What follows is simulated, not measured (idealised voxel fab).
process module | voxel gate over fins
cross-section cut | 235 nm wide | cells 5 nm
A cross-section is a grid of square cells, given in bands from the top down. A band is one or more rows of cells.
Each band's line starts with the height of the band's top and of its bottom, in nm. Then come its materials from left to right, each with its width in nm. One material with "throughout" fills the band from edge to edge. "air" is empty space.
Height 0 is the level under which the wafer as received is all one material. The lowest band goes on downwards, as in "0 down".
A width such as "30 to 40" changes by the same amount from each row of cells to the next, from the band's top row to its bottom row.
"no change" after a step means that no cell of the cross-section changed.
closed voids: empty space of 8 cells or more with no open way to the top, each as width x height at its distance from the left edge, in nm
after a step's settings: what the simulator itself notes on the step
overlay nm, on a step with a mask: how far to the right of its planned place the mask lay; to the left if negative
plan
1 op RECEIVE | material Si
2 op CONFORMAL_DEP | material SiN | thk nm 10
3 op DIRECTIONAL_DEP | material aC | thk nm 15
4 op PATTERN | tone cover | mask id FINS | material resist | width nm 15 | pitch nm 45 | thk nm 35 | overlay nm 0
5 op DIRECTIONAL_ETCH | etch materials aC | depth nm 15
6 op STRIP | etch materials resist
7 op DIRECTIONAL_ETCH | etch materials SiN | depth nm 10
8 op DIRECTIONAL_ETCH | etch materials Si | depth nm 40
9 op STRIP | etch materials aC
10 op OXIDIZE | depth nm 5
11 op FILL_DEP | material SiO2 | thk nm 5
12 op CMP | height nm 10
13 op SELECTIVE_ETCH | etch materials SiO2 | depth nm 20
14 op STRIP | etch materials SiN
15 op CONFORMAL_DEP | material HfO2 | thk nm 5
16 op CONFORMAL_DEP | material TiN | thk nm 5
17 op FILL_DEP | material W | thk nm 10
18 op CMP | height nm 15
19 op CONFORMAL_DEP | material SiN | thk nm 10
first wafer, as planned
as received, after step 1
  0 down: Si throughout
  closed voids: none
after step 2
  10 to 0: SiN throughout
  below 0: unchanged
after step 3
  25 to 10: aC throughout
  below 10: unchanged
after step 4
  60 to 25: air 85 | resist 15 | air 30 | resist 15 | air 90
  below 25: unchanged
after step 5
  45 to 25: air 85 | resist 15 | air 30 | resist 15 | air 90
  25 to 10: air 85 | aC 15 | air 30 | aC 15 | air 90
  below 10: unchanged
after step 6
  25 to 10: air 85 | aC 15 | air 30 | aC 15 | air 90
  below 10: unchanged
after step 7
  25 to 10: air 85 | aC 15 | air 30 | aC 15 | air 90
  10 to 0: air 85 | SiN 15 | air 30 | SiN 15 | air 90
  below 0: unchanged
after step 8
  25 to 10: air 85 | aC 15 | air 30 | aC 15 | air 90
  10 to 0: air 85 | SiN 15 | air 30 | SiN 15 | air 90
  0 to -40: air 85 | Si 15 | air 30 | Si 15 | air 90
  below -40: unchanged
after step 9
  10 to 0: air 85 | SiN 15 | air 30 | SiN 15 | air 90
  below 0: unchanged
after step 10
  10 to 0: air 85 | SiN 15 | air 30 | SiN 15 | air 90
  0 to -40: air 85 | SiO2 5 | Si 5 | SiO2 5 | air 30 | SiO2 5 | Si 5 | SiO2 5 | air 90
  -40 to -45: SiO2 90 | Si 5 | SiO2 40 | Si 5 | SiO2 95
  below -45: unchanged
after step 11
  15 to 10: SiO2 throughout
  10 to 0: SiO2 85 | SiN 15 | SiO2 30 | SiN 15 | SiO2 90
  0 to -45: SiO2 90 | Si 5 | SiO2 40 | Si 5 | SiO2 95
  below -45: unchanged
after step 12
  10 to 0: SiO2 85 | SiN 15 | SiO2 30 | SiN 15 | SiO2 90
  below 0: unchanged
after step 13
  10 to 0: air 85 | SiN 15 | air 30 | SiN 15 | air 90
  0 to -10: air 90 | Si 5 | air 40 | Si 5 | air 95
  below -10: unchanged
after step 14
  0 to -10: air 90 | Si 5 | air 40 | Si 5 | air 95
  below -10: unchanged
after step 15
  5 to 0: air 85 | HfO2 15 | air 30 | HfO2 15 | air 90
  0 to -5: air 85 | HfO2 5 | Si 5 | HfO2 5 | air 30 | HfO2 5 | Si 5 | HfO2 5 | air 90
  -5 to -10: HfO2 90 | Si 5 | HfO2 40 | Si 5 | HfO2 95
  below -10: unchanged
after step 16
  10 to 5: air 80 | TiN 25 | air 20 | TiN 25 | air 85
  5 to 0: air 80 | TiN 5 | HfO2 15 | TiN 5 | air 20 | TiN 5 | HfO2 15 | TiN 5 | air 85
  0 to -5: TiN 85 | HfO2 5 | Si 5 | HfO2 5 | TiN 30 | HfO2 5 | Si 5 | HfO2 5 | TiN 90
  below -5: unchanged
after step 17
  20 to 10: W throughout
  10 to 5: W 80 | TiN 25 | W 20 | TiN 25 | W 85
  5 to 0: W 80 | TiN 5 | HfO2 15 | TiN 5 | W 20 | TiN 5 | HfO2 15 | TiN 5 | W 85
  below 0: unchanged
after step 18
  15 to 10: W throughout
  below 10: unchanged
after step 19
  25 to 15: SiN throughout
  below 15: unchanged
second wafer: like start, like plan, one mistake. Through step 7 it matches the first wafer
when step 8 should have ended
  25 to 10: air 85 | aC 15 | air 30 | aC 15 | air 90
  10 to 0: air 85 | SiN 15 | air 30 | SiN 15 | air 90
  0 to -80: air 85 | Si 15 | air 30 | Si 15 | air 90
  below -80: unchanged
when step 9 should have ended
  10 to 0: air 85 | SiN 15 | air 30 | SiN 15 | air 90
  below 0: unchanged
when step 10 should have ended
  10 to 0: air 85 | SiN 15 | air 30 | SiN 15 | air 90
  0 to -80: air 85 | SiO2 5 | Si 5 | SiO2 5 | air 30 | SiO2 5 | Si 5 | SiO2 5 | air 90
  -80 to -85: SiO2 90 | Si 5 | SiO2 40 | Si 5 | SiO2 95
  below -85: unchanged
when step 11 should have ended
  15 to 10: SiO2 throughout
  10 to 0: SiO2 85 | SiN 15 | SiO2 30 | SiN 15 | SiO2 90
  0 to -85: SiO2 90 | Si 5 | SiO2 40 | Si 5 | SiO2 95
  below -85: unchanged
when step 12 should have ended
  10 to 0: SiO2 85 | SiN 15 | SiO2 30 | SiN 15 | SiO2 90
  below 0: unchanged
when step 13 should have ended
  10 to 0: air 85 | SiN 15 | air 30 | SiN 15 | air 90
  0 to -10: air 90 | Si 5 | air 40 | Si 5 | air 95
  below -10: unchanged
when step 14 should have ended
  0 to -10: air 90 | Si 5 | air 40 | Si 5 | air 95
  below -10: unchanged
when step 15 should have ended
  5 to 0: air 85 | HfO2 15 | air 30 | HfO2 15 | air 90
  0 to -5: air 85 | HfO2 5 | Si 5 | HfO2 5 | air 30 | HfO2 5 | Si 5 | HfO2 5 | air 90
  -5 to -10: HfO2 90 | Si 5 | HfO2 40 | Si 5 | HfO2 95
  below -10: unchanged
when step 16 should have ended
  10 to 5: air 80 | TiN 25 | air 20 | TiN 25 | air 85
  5 to 0: air 80 | TiN 5 | HfO2 15 | TiN 5 | air 20 | TiN 5 | HfO2 15 | TiN 5 | air 85
  0 to -5: TiN 85 | HfO2 5 | Si 5 | HfO2 5 | TiN 30 | HfO2 5 | Si 5 | HfO2 5 | TiN 90
  below -5: unchanged
when step 17 should have ended
  20 to 10: W throughout
  10 to 5: W 80 | TiN 25 | W 20 | TiN 25 | W 85
  5 to 0: W 80 | TiN 5 | HfO2 15 | TiN 5 | W 20 | TiN 5 | HfO2 15 | TiN 5 | W 85
  below 0: unchanged
when step 18 should have ended
  15 to 10: W throughout
  below 10: unchanged
when step 19 should have ended
  25 to 15: SiN throughout
  below 15: unchanged
what went wrong: step 8 was run twice
at the end the second wafer has, in cells: 360 fewer of Si | 360 more of SiO2
